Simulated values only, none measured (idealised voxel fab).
You're looking at the process module voxel capacitor over wiring.
Each square cell in cross-section cut measures 5 nm, and the section as a whole is 230 nm wide.
Cross-section spec: square-cell grid; bands listed top down; each band is one or more rows.
Band: top and bottom heights (nm) first, top before bottom; then materials from left to right, widths in nm. "full width" marks a sole material filling the band edge to edge. "empty" denotes empty space.
It should be noted that heights are counted from 0, beneath which the wafer as supplied is of one material throughout, and that the lowest band possesses no lower boundary but continues downward, as written in "0 down".
It should be noted that a width expressed as "30..40" varies in equal increments from row to row of cells within the band, taking the value of the first number at the top row and that of the second number at the bottom row.
"identical to before", as given for a step, is the statement that not any cell of the cross-section underwent a change during that step.
Look at "Closed cavities" for the closed voids: empty spaces with no open path to the top, sized 8 cells or up. Each is width x height at distance, distance from the left edge, all nm.
after a step's settings: what the simulator itself notes on the step
Steps that use a mask can have "overlay nm" on their line. It says how far the mask sat to the right of where it was meant to be. Negative means to the left.

-- Planned process steps
| 1 | RECEIVE, material Si |
| 2 | CONFORMAL_DEP, material SiO2, thk nm 10 |
| 3 | CONFORMAL_DEP, material SiCN, thk nm 5 |
| 4 | DIRECTIONAL_DEP, material lowk, thk nm 20 |
| 5 | MASKED_ETCH, tone open, mask id METAL_1, width nm 30, pitch nm 90, etch materials lowk, depth nm 20, overlay nm 0 |
| 6 | MASKED_ETCH, tone open, mask id METAL_1, width nm 30, pitch nm 90, etch materials SiCN, depth nm 5, overlay nm 0 |
| 7 | CONFORMAL_DEP, material TiN, thk nm 5 |
| 8 | FILL_DEP, material W, thk nm 10 |
| 9 | CMP, height nm 35 |
| 10 | EPI, material Ru, thk nm 5 |
| 11 | FILL_DEP, material SiCN, thk nm 5 |
| 12 | DIRECTIONAL_DEP, material SiO2, thk nm 15 |
| 13 | MASKED_ETCH, tone open, mask id PLUG_1, width nm 15, etch materials SiO2, depth nm 15, overlay nm 0 |
| 14 | MASKED_ETCH, tone open, mask id PLUG_1, width nm 15, etch materials SiCN, depth nm 5, overlay nm 0 |
| 15 | EPI, material Ru, thk nm 10 |
| 16 | EPI, material Ru, thk nm 10 |
| 17 | DIRECTIONAL_DEP, material TiN, thk nm 5 |
| 18 | DIRECTIONAL_DEP, material SiN, thk nm 5 |
| 19 | DIRECTIONAL_DEP, material TiN, thk nm 5 |
| 20 | PATTERN, tone cover, mask id UPPER_PLATE, material resist, width nm 65, thk nm 15, overlay nm 0 |
| 21 | DIRECTIONAL_ETCH, etch materials TiN, depth nm 5 |
| 22 | DIRECTIONAL_ETCH, etch materials SiN, depth nm 5 |
| 23 | STRIP, etch materials resist |
| 24 | MASKED_ETCH, tone cover, mask id LOWER_PLATE, width nm 75, etch materials TiN, depth nm 5, overlay nm 0 |
| 25 | FILL_DEP, material SiO2, thk nm 20 |
| 26 | CMP, height nm 90 |
| 27 | PATTERN, tone open, mask id PLUG_2, material resist, width nm 15, thk nm 20, overlay nm 0 |
| 28 | DIRECTIONAL_ETCH, etch materials SiO2, depth nm 15 |
| 29 | STRIP, etch materials resist |
| 30 | CONFORMAL_DEP, material TiN, thk nm 5 |
| 31 | FILL_DEP, material Ru, thk nm 10 |
| 32 | CMP, height nm 90 |
| 33 | CONFORMAL_DEP, material SiN, thk nm 5 |

-- Incoming wafer in cross-section (state: after step 1)
	0 down = Si full width
	Closed cavities: none

-- Cross-section at module end, one run error; start and plan unchanged from above
	95 to 90 = SiN full width
	90 to 85 = TiN=85, then Ru=5, then TiN=140
	85 to 80 = SiO2=80, then TiN=5, then Ru=5, then TiN=5, then SiO2=135
	80 to 70 = SiO2=80..70, then TiN=15..65, then SiO2=135..95
	70 to 65 = SiO2=70, then SiN=65, then SiO2=95
	65 to 60 = SiO2=65, then TiN=75, then SiO2=90
	60 to 45 = SiO2=70, then Ru=15, then SiO2=145
	45 to 40 = SiCN=70, then Ru=15, then SiCN=145
	40 to 35 = SiCN=50, then Ru=40, then SiCN=50, then Ru=40, then SiCN=50
	35 to 15 = lowk=55, then TiN=5, then W=20, then TiN=5, then lowk=60, then TiN=5, then W=20, then TiN=5, then lowk=55
	15 to 10 = SiCN=55, then TiN=30, then SiCN=60, then TiN=30, then SiCN=55
	10 to 0 = SiO2 full width
	0 down = Si full width
	Closed cavities: none
Diagnosis: step 26 ran with different settings than intended, the actual operation and settings being CMP, height nm 85
